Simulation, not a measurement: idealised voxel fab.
This is a process module. Its name is voxel gate over fins.
Cross-sectional view cut (width: 185 nm; square cell size: 5 nm).
A cross-section in this document is a grid of square cells, and it is written down as bands, the top band listed before the ones below it; a band is made up of one or more rows of cells. Per band: top height and bottom height in nm, followed by the left-to-right materials and their widths in nm; "throughout" marks a single material spanning edge to edge, "air" marks empty space. Note: height 0 marks the level under which the wafer is uniformly one material as received. Lowest band unbounded below, written "0 and below". Note: "30 to 40" means the width goes from the first number (top row of the band) to the second number (bottom row) in equal steps per row of cells. It should be understood that the words "left unchanged", when stated for a given step, signify that the cross-section underwent no change in any of its cells during that step. The list in "Closed voids list" covers empty spaces of 8 cells or more that cannot reach the top through any open way, and it gives each as width x height at distance; the distance is from the left edge, and width, height and distance are in nm. What comes after the settings on a step's line is commentary from the simulator itself on that step. "overlay nm" denotes, for a step that has a mask, the displacement of the mask to the right of its planned place, with negative values corresponding to the left.

# Steps in the process plan
step 1: RECEIVE: material Si
step 2: CONFORMAL_DEP: material SiN, thk nm 5
step 3: DIRECTIONAL_DEP: material aC, thk nm 15
step 4: PATTERN: tone cover, mask id FINS, material resist, width nm 15, pitch nm 35, thk nm 30, overlay nm 0
step 5: DIRECTIONAL_ETCH: etch materials aC, depth nm 15
step 6: STRIP: etch materials resist
step 7: DIRECTIONAL_ETCH: etch materials SiN, depth nm 5
step 8: DIRECTIONAL_ETCH: etch materials Si, depth nm 30
step 9: STRIP: etch materials aC
step 10: OXIDIZE: depth nm 5
step 11: FILL_DEP: material SiO2, thk nm 15
step 12: CMP: height nm 5
step 13: SELECTIVE_ETCH: etch materials SiO2, depth nm 15
step 14: STRIP: etch materials SiN
step 15: CONFORMAL_DEP: material HfO2, thk nm 5
step 16: CONFORMAL_DEP: material TiN, thk nm 5
step 17: CONFORMAL_DEP: material TiAl, thk nm 5
step 18: CONFORMAL_DEP: material TiN, thk nm 5
step 19: FILL_DEP: material W, thk nm 10
step 20: CMP: height nm 25
step 21: CONFORMAL_DEP: material SiCN, thk nm 5

# As received (post step 1): cross-section
  0 and below: Si throughout
  Closed voids list: none

# Wafer cross-section at module end: first of two, run to plan
  30 down to 25: SiCN throughout
  25 down to 20: W throughout
  20 down to 15: 15 of W, then 150 of TiN, then 20 of W
  15 down to 10: 15 of W, then 5 of TiN, then 140 of TiAl, then 5 of TiN, then 20 of W
  10 down to 5: 20 of TiN, then 5 of TiAl, then 25 of TiN, then 10 of TiAl, then 25 of TiN, then 10 of TiAl, then 25 of TiN, then 10 of TiAl, then 25 of TiN, then 5 of TiAl, then 25 of TiN
  5 down to 0: 25 of TiAl, then 5 of TiN, then 15 of HfO2, then 5 of TiN, then 10 of TiAl, then 5 of TiN, then 15 of HfO2, then 5 of TiN, then 10 of TiAl, then 5 of TiN, then 15 of HfO2, then 5 of TiN, then 10 of TiAl, then 5 of TiN, then 15 of HfO2, then 5 of TiN, then 30 of TiAl
  0 down to -5: 30 of TiN, then 5 of HfO2, then 5 of Si, then 5 of HfO2, then 20 of TiN, then 5 of HfO2, then 5 of Si, then 5 of HfO2, then 20 of TiN, then 5 of HfO2, then 5 of Si, then 5 of HfO2, then 20 of TiN, then 5 of HfO2, then 5 of Si, then 5 of HfO2, then 35 of TiN
  -5 down to -10: 35 of HfO2, then 5 of Si, then 30 of HfO2, then 5 of Si, then 30 of HfO2, then 5 of Si, then 30 of HfO2, then 5 of Si, then 40 of HfO2
  -10 down to -35: 35 of SiO2, then 5 of Si, then 30 of SiO2, then 5 of Si, then 30 of SiO2, then 5 of Si, then 30 of SiO2, then 5 of Si, then 40 of SiO2
  -35 and below: Si throughout
  Closed voids list: none

# Same start, same plan as the first wafer - but one mistake in the run. Cross-section of the second of the two at the end of the module
  30 down to 25: SiCN throughout
  25 down to 20: W throughout
  20 down to 15: 15 of W, then 150 of TiN, then 20 of W
  15 down to 10: 15 of W, then 5 of TiN, then 140 of TiAl, then 5 of TiN, then 20 of W
  10 down to 5: 15 of W, then 5 of TiN, then 5 of TiAl, then 25 of TiN, then 10 of TiAl, then 25 of TiN, then 10 of TiAl, then 25 of TiN, then 10 of TiAl, then 25 of TiN, then 5 of TiAl, then 5 of TiN, then 20 of W
  5 down to 0: 15 of W, then 5 of TiN, then 5 of TiAl, then 5 of TiN, then 15 of HfO2, then 5 of TiN, then 10 of TiAl, then 5 of TiN, then 15 of HfO2, then 5 of TiN, then 10 of TiAl, then 5 of TiN, then 15 of HfO2, then 5 of TiN, then 10 of TiAl, then 5 of TiN, then 15 of HfO2, then 5 of TiN, then 5 of TiAl, then 5 of TiN, then 20 of W
  0 down to -5: 20 of TiN, then 5 of TiAl, then 5 of TiN, then 5 of HfO2, then 5 of Si, then 5 of HfO2, then 5 of TiN, then 10 of TiAl, then 5 of TiN, then 5 of HfO2, then 5 of Si, then 5 of HfO2, then 5 of TiN, then 10 of TiAl, then 5 of TiN, then 5 of HfO2, then 5 of Si, then 5 of HfO2, then 5 of TiN, then 10 of TiAl, then 5 of TiN, then 5 of HfO2, then 5 of Si, then 5 of HfO2, then 5 of TiN, then 5 of TiAl, then 25 of TiN
  -5 down to -10: 25 of TiAl, then 5 of TiN, then 5 of HfO2, then 5 of Si, then 5 of HfO2, then 5 of TiN, then 10 of TiAl, then 5 of TiN, then 5 of HfO2, then 5 of Si, then 5 of HfO2, then 5 of TiN, then 10 of TiAl, then 5 of TiN, then 5 of HfO2, then 5 of Si, then 5 of HfO2, then 5 of TiN, then 10 of TiAl, then 5 of TiN, then 5 of HfO2, then 5 of Si, then 5 of HfO2, then 5 of TiN, then 30 of TiAl
  -10 down to -15: 30 of TiN, then 5 of HfO2, then 5 of Si, then 5 of HfO2, then 20 of TiN, then 5 of HfO2, then 5 of Si, then 5 of HfO2, then 20 of TiN, then 5 of HfO2, then 5 of Si, then 5 of HfO2, then 20 of TiN, then 5 of HfO2, then 5 of Si, then 5 of HfO2, then 35 of TiN
  -15 down to -20: 35 of HfO2, then 5 of Si, then 30 of HfO2, then 5 of Si, then 30 of HfO2, then 5 of Si, then 30 of HfO2, then 5 of Si, then 40 of HfO2
  -20 down to -35: 35 of SiO2, then 5 of Si, then 30 of SiO2, then 5 of Si, then 30 of SiO2, then 5 of Si, then 30 of SiO2, then 5 of Si, then 40 of SiO2
  -35 and below: Si throughout
  Closed voids list: none
What was the processing mistake? rather than as planned, step 13 actually ran as SELECTIVE_ETCH: etch materials SiO2, depth nm 25
Final cells, second wafer relative to first, materials higher or lower: +16 HfO2 | -66 SiO2 | +16 TiAl | +20 TiN | +14 W
